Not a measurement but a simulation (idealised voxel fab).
This is a process module. Its name is voxel self aligned vias.
For reference, the cross-section in this document is cut, with width 210 nm and square cells of 5 nm.
Cross-section layout: square cells on a grid; listed as bands, top to bottom; a band spans one or more cell rows.
Heads up on the band format: heights come first, top then bottom, in nm. After that it's the materials left to right, each with its width in nm. A single material flagged "throughout" fills the whole band edge to edge, and "blank" means there's empty space there.
Height reference: 0 = level under which incoming wafer is all one material. Lowest band: no bottom, runs on downward, e.g. "0 and below".
Quick explanation for "30 to 40": the width changes in equal steps down the rows of cells, from the first number in the band's top row to the second number in its bottom row.
For the purposes of this document, the phrase "stayed the same" attached to a step denotes that no cell within the cross-section was modified by that step.
Look at "Enclosed void inventory" for the closed voids: empty spaces with no open path to the top, sized 8 cells or up. Each is width x height at distance, distance from the left edge, all nm.
Step line, after settings: the simulator's comment on this step.
"overlay nm" answers the question of how far to the right of plan the mask lay on a step that has a mask, and when it is negative the answer is to the left.
Intended process steps:
step 1: RECEIVE, material Si
step 2: CONFORMAL_DEP, material SiO2, thk nm 15
step 3: CONFORMAL_DEP, material SiCN, thk nm 5
step 4: DIRECTIONAL_DEP, material lowk, thk nm 20
step 5: DIRECTIONAL_DEP, material aC, thk nm 10
step 6: PATTERN, tone open, mask id LINES, material resist, width nm 25, pitch nm 65, thk nm 25, overlay nm 0
step 7: DIRECTIONAL_ETCH, etch materials aC, depth nm 10
step 8: STRIP, etch materials resist
step 9: DIRECTIONAL_ETCH, etch materials lowk, depth nm 20
step 10: STRIP, etch materials aC
step 11: CONFORMAL_DEP, material TiN, thk nm 5
step 12: FILL_DEP, material Ru, thk nm 10
step 13: CMP, height nm 40
step 14: SELECTIVE_ETCH, etch materials W Ru TiN, depth nm 10
step 15: FILL_DEP, material SiN, thk nm 10
step 16: CMP, height nm 40
step 17: DIRECTIONAL_DEP, material lowk, thk nm 15
step 18: PATTERN, tone open, mask id VIAS, material resist, width nm 45, pitch nm 65, thk nm 15, overlay nm 0
step 19: DIRECTIONAL_ETCH, etch materials lowk, depth nm 15
step 20: DIRECTIONAL_ETCH, etch materials SiN, depth nm 10
step 21: STRIP, etch materials resist
step 22: CONFORMAL_DEP, material TiN, thk nm 5
step 23: FILL_DEP, material W, thk nm 5
step 24: CMP, height nm 55
step 25: CONFORMAL_DEP, material SiN, thk nm 5
First wafer out of two, processed as planned:
Received-state cross-section, reflecting completion of step 1:
- 0 and below = Si throughout
- Enclosed void inventory: none
The following cross-section depicts the wafer upon completion of step 2:
- 15 down to 0 = SiO2 throughout
- Everything under 0 stays put, no change at all.
The following cross-section depicts the wafer upon completion of step 3:
- 20 down to 15 = SiCN throughout
- Everything under 15 stays put, no change at all.
The following cross-section depicts the wafer upon completion of step 4:
- 40 down to 20 = lowk throughout
- Everything under 20 stays put, no change at all.
The following cross-section depicts the wafer upon completion of step 5:
- 50 down to 40 = aC throughout
- Everything under 40 stays put, no change at all.
The following cross-section depicts the wafer upon completion of step 6:
- 75 down to 50 = resist: 25  blank: 25  resist: 40  blank: 25  resist: 40  blank: 25  resist: 30
- Everything under 50 stays put, no change at all.
The following cross-section depicts the wafer upon completion of step 7:
- 65 down to 50 = resist: 25  blank: 25  resist: 40  blank: 25  resist: 40  blank: 25  resist: 30
- 50 down to 40 = aC: 25  blank: 25  aC: 40  blank: 25  aC: 40  blank: 25  aC: 30
- Everything under 40 stays put, no change at all.
The following cross-section depicts the wafer upon completion of step 8:
- 50 down to 40 = aC: 25  blank: 25  aC: 40  blank: 25  aC: 40  blank: 25  aC: 30
- Everything under 40 stays put, no change at all.
The following cross-section depicts the wafer upon completion of step 9:
- 50 down to 40 = aC: 25  blank: 25  aC: 40  blank: 25  aC: 40  blank: 25  aC: 30
- 40 down to 20 = lowk: 25  blank: 25  lowk: 40  blank: 25  lowk: 40  blank: 25  lowk: 30
- Everything under 20 stays put, no change at all.
The following cross-section depicts the wafer upon completion of step 10:
- 40 down to 20 = lowk: 25  blank: 25  lowk: 40  blank: 25  lowk: 40  blank: 25  lowk: 30
- Everything under 20 stays put, no change at all.
The following cross-section depicts the wafer upon completion of step 11:
- 45 down to 40 = TiN: 30  blank: 15  TiN: 50  blank: 15  TiN: 50  blank: 15  TiN: 35
- 40 down to 25 = lowk: 25  TiN: 5  blank: 15  TiN: 5  lowk: 40  TiN: 5  blank: 15  TiN: 5  lowk: 40  TiN: 5  blank: 15  TiN: 5  lowk: 30
- 25 down to 20 = lowk: 25  TiN: 25  lowk: 40  TiN: 25  lowk: 40  TiN: 25  lowk: 30
- Everything under 20 stays put, no change at all.
The following cross-section depicts the wafer upon completion of step 12:
- 55 down to 45 = Ru throughout
- 45 down to 40 = TiN: 30  Ru: 15  TiN: 50  Ru: 15  TiN: 50  Ru: 15  TiN: 35
- 40 down to 25 = lowk: 25  TiN: 5  Ru: 15  TiN: 5  lowk: 40  TiN: 5  Ru: 15  TiN: 5  lowk: 40  TiN: 5  Ru: 15  TiN: 5  lowk: 30
- Everything under 25 stays put, no change at all.
The following cross-section depicts the wafer upon completion of step 13:
- 40 down to 25 = lowk: 25  TiN: 5  Ru: 15  TiN: 5  lowk: 40  TiN: 5  Ru: 15  TiN: 5  lowk: 40  TiN: 5  Ru: 15  TiN: 5  lowk: 30
- Everything under 25 stays put, no change at all.
The following cross-section depicts the wafer upon completion of step 14:
- 40 down to 30 = lowk: 25  blank: 25  lowk: 40  blank: 25  lowk: 40  blank: 25  lowk: 30
- Everything under 30 stays put, no change at all.
The following cross-section depicts the wafer upon completion of step 15:
- 50 down to 40 = SiN throughout
- 40 down to 30 = lowk: 25  SiN: 25  lowk: 40  SiN: 25  lowk: 40  SiN: 25  lowk: 30
- Everything under 30 stays put, no change at all.
The following cross-section depicts the wafer upon completion of step 16:
- 40 down to 30 = lowk: 25  SiN: 25  lowk: 40  SiN: 25  lowk: 40  SiN: 25  lowk: 30
- Everything under 30 stays put, no change at all.
The following cross-section depicts the wafer upon completion of step 17:
- 55 down to 40 = lowk throughout
- Everything under 40 stays put, no change at all.
The following cross-section depicts the wafer upon completion of step 18:
- 70 down to 55 = resist: 15  blank: 45  resist: 20  blank: 45  resist: 20  blank: 45  resist: 20
- Everything under 55 stays put, no change at all.
The following cross-section depicts the wafer upon completion of step 19:
- 70 down to 55 = resist: 15  blank: 45  resist: 20  blank: 45  resist: 20  blank: 45  resist: 20
- 55 down to 40 = lowk: 15  blank: 45  lowk: 20  blank: 45  lowk: 20  blank: 45  lowk: 20
- Everything under 40 stays put, no change at all.
The following cross-section depicts the wafer upon completion of step 20:
- 70 down to 55 = resist: 15  blank: 45  resist: 20  blank: 45  resist: 20  blank: 45  resist: 20
- 55 down to 40 = lowk: 15  blank: 45  lowk: 20  blank: 45  lowk: 20  blank: 45  lowk: 20
- 40 down to 30 = lowk: 25  blank: 25  lowk: 40  blank: 25  lowk: 40  blank: 25  lowk: 30
- Everything under 30 stays put, no change at all.
The following cross-section depicts the wafer upon completion of step 21:
- 55 down to 40 = lowk: 15  blank: 45  lowk: 20  blank: 45  lowk: 20  blank: 45  lowk: 20
- Everything under 40 stays put, no change at all.
The following cross-section depicts the wafer upon completion of step 22:
- 60 down to 55 = TiN: 20  blank: 35  TiN: 30  blank: 35  TiN: 30  blank: 35  TiN: 25
- 55 down to 45 = lowk: 15  TiN: 5  blank: 35  TiN: 5  lowk: 20  TiN: 5  blank: 35  TiN: 5  lowk: 20  TiN: 5  blank: 35  TiN: 5  lowk: 20
- 45 down to 35 = lowk: 15 to 25  TiN: 15 to 5  blank: 15  TiN: 15 to 5  lowk: 20 to 40  TiN: 15 to 5  blank: 15  TiN: 15 to 5  lowk: 20 to 40  TiN: 15 to 5  blank: 15  TiN: 15 to 5  lowk: 20 to 30
- 35 down to 30 = lowk: 25  TiN: 25  lowk: 40  TiN: 25  lowk: 40  TiN: 25  lowk: 30
- Everything under 30 stays put, no change at all.
The following cross-section depicts the wafer upon completion of step 23:
- 65 down to 60 = W throughout
- 60 down to 55 = TiN: 20  W: 35  TiN: 30  W: 35  TiN: 30  W: 35  TiN: 25
- 55 down to 45 = lowk: 15  TiN: 5  W: 35  TiN: 5  lowk: 20  TiN: 5  W: 35  TiN: 5  lowk: 20  TiN: 5  W: 35  TiN: 5  lowk: 20
- 45 down to 35 = lowk: 15 to 25  TiN: 15 to 5  W: 15  TiN: 15 to 5  lowk: 20 to 40  TiN: 15 to 5  W: 15  TiN: 15 to 5  lowk: 20 to 40  TiN: 15 to 5  W: 15  TiN: 15 to 5  lowk: 20 to 30
- Everything under 35 stays put, no change at all.
The following cross-section depicts the wafer upon completion of step 24:
- 55 down to 45 = lowk: 15  TiN: 5  W: 35  TiN: 5  lowk: 20  TiN: 5  W: 35  TiN: 5  lowk: 20  TiN: 5  W: 35  TiN: 5  lowk: 20
- Everything under 45 stays put, no change at all.
The following cross-section depicts the wafer upon completion of step 25:
- 60 down to 55 = SiN throughout
- Everything under 55 stays put, no change at all.
Second wafer. Start and plan as for the first. One mistake made in running. Agrees with the first up to and including step 2:
Planned end of step 3: second wafer, cross-section:
- 35 down to 15 = lowk throughout
- Everything under 15 stays put, no change at all.
Planned end of step 4: second wafer, cross-section:
- 40 down to 35 = SiCN throughout
- Everything under 35 stays put, no change at all.
Planned end of step 5: second wafer, cross-section:
- 50 down to 40 = aC throughout
- Everything under 40 stays put, no change at all.
Planned end of step 6: second wafer, cross-section:
- 75 down to 50 = resist: 25  blank: 25  resist: 40  blank: 25  resist: 40  blank: 25  resist: 30
- Everything under 50 stays put, no change at all.
Planned end of step 7: second wafer, cross-section:
- 65 down to 50 = resist: 25  blank: 25  resist: 40  blank: 25  resist: 40  blank: 25  resist: 30
- 50 down to 40 = aC: 25  blank: 25  aC: 40  blank: 25  aC: 40  blank: 25  aC: 30
- Everything under 40 stays put, no change at all.
Planned end of step 8: second wafer, cross-section:
- 50 down to 40 = aC: 25  blank: 25  aC: 40  blank: 25  aC: 40  blank: 25  aC: 30
- Everything under 40 stays put, no change at all.
Planned end of step 9: second wafer, cross-section: stayed the same
Planned end of step 10: second wafer, cross-section:
- 40 down to 35 = SiCN throughout
- Everything under 35 stays put, no change at all.
Planned end of step 11: second wafer, cross-section:
- 45 down to 40 = TiN throughout
- Everything under 40 stays put, no change at all.
Planned end of step 12: second wafer, cross-section:
- 55 down to 45 = Ru throughout
- Everything under 45 stays put, no change at all.
Planned end of step 13: second wafer, cross-section:
- 40 down to 35 = SiCN throughout
- Everything under 35 stays put, no change at all.
Planned end of step 14: second wafer, cross-section: stayed the same
Planned end of step 15: second wafer, cross-section:
- 50 down to 40 = SiN throughout
- Everything under 40 stays put, no change at all.
Planned end of step 16: second wafer, cross-section:
- 40 down to 35 = SiCN throughout
- Everything under 35 stays put, no change at all.
Planned end of step 17: second wafer, cross-section:
- 55 down to 40 = lowk throughout
- Everything under 40 stays put, no change at all.
Planned end of step 18: second wafer, cross-section:
- 70 down to 55 = resist: 15  blank: 45  resist: 20  blank: 45  resist: 20  blank: 45  resist: 20
- Everything under 55 stays put, no change at all.
Planned end of step 19: second wafer, cross-section:
- 70 down to 55 = resist: 15  blank: 45  resist: 20  blank: 45  resist: 20  blank: 45  resist: 20
- 55 down to 40 = lowk: 15  blank: 45  lowk: 20  blank: 45  lowk: 20  blank: 45  lowk: 20
- Everything under 40 stays put, no change at all.
Planned end of step 20: second wafer, cross-section: stayed the same
Planned end of step 21: second wafer, cross-section:
- 55 down to 40 = lowk: 15  blank: 45  lowk: 20  blank: 45  lowk: 20  blank: 45  lowk: 20
- Everything under 40 stays put, no change at all.
Planned end of step 22: second wafer, cross-section:
- 60 down to 55 = TiN: 20  blank: 35  TiN: 30  blank: 35  TiN: 30  blank: 35  TiN: 25
- 55 down to 45 = lowk: 15  TiN: 5  blank: 35  TiN: 5  lowk: 20  TiN: 5  blank: 35  TiN: 5  lowk: 20  TiN: 5  blank: 35  TiN: 5  lowk: 20
- 45 down to 40 = lowk: 15  TiN: 45  lowk: 20  TiN: 45  lowk: 20  TiN: 45  lowk: 20
- Everything under 40 stays put, no change at all.
Planned end of step 23: second wafer, cross-section:
- 65 down to 60 = W throughout
- 60 down to 55 = TiN: 20  W: 35  TiN: 30  W: 35  TiN: 30  W: 35  TiN: 25
- 55 down to 45 = lowk: 15  TiN: 5  W: 35  TiN: 5  lowk: 20  TiN: 5  W: 35  TiN: 5  lowk: 20  TiN: 5  W: 35  TiN: 5  lowk: 20
- Everything under 45 stays put, no change at all.
Planned end of step 24: second wafer, cross-section:
- 55 down to 45 = lowk: 15  TiN: 5  W: 35  TiN: 5  lowk: 20  TiN: 5  W: 35  TiN: 5  lowk: 20  TiN: 5  W: 35  TiN: 5  lowk: 20
- Everything under 45 stays put, no change at all.
Planned end of step 25: second wafer, cross-section:
- 60 down to 55 = SiN throughout
- Everything under 55 stays put, no change at all.
In executing the process, a mistake was made relative to the plan: it was found that steps 3 and 4 of the process plan had been performed in exchanged positions
The second wafer ends with more or fewer cells of some materials than the first, per final count: Ru: 9 fewer; TiN: 33 fewer; W: 18 fewer; lowk: 60 more
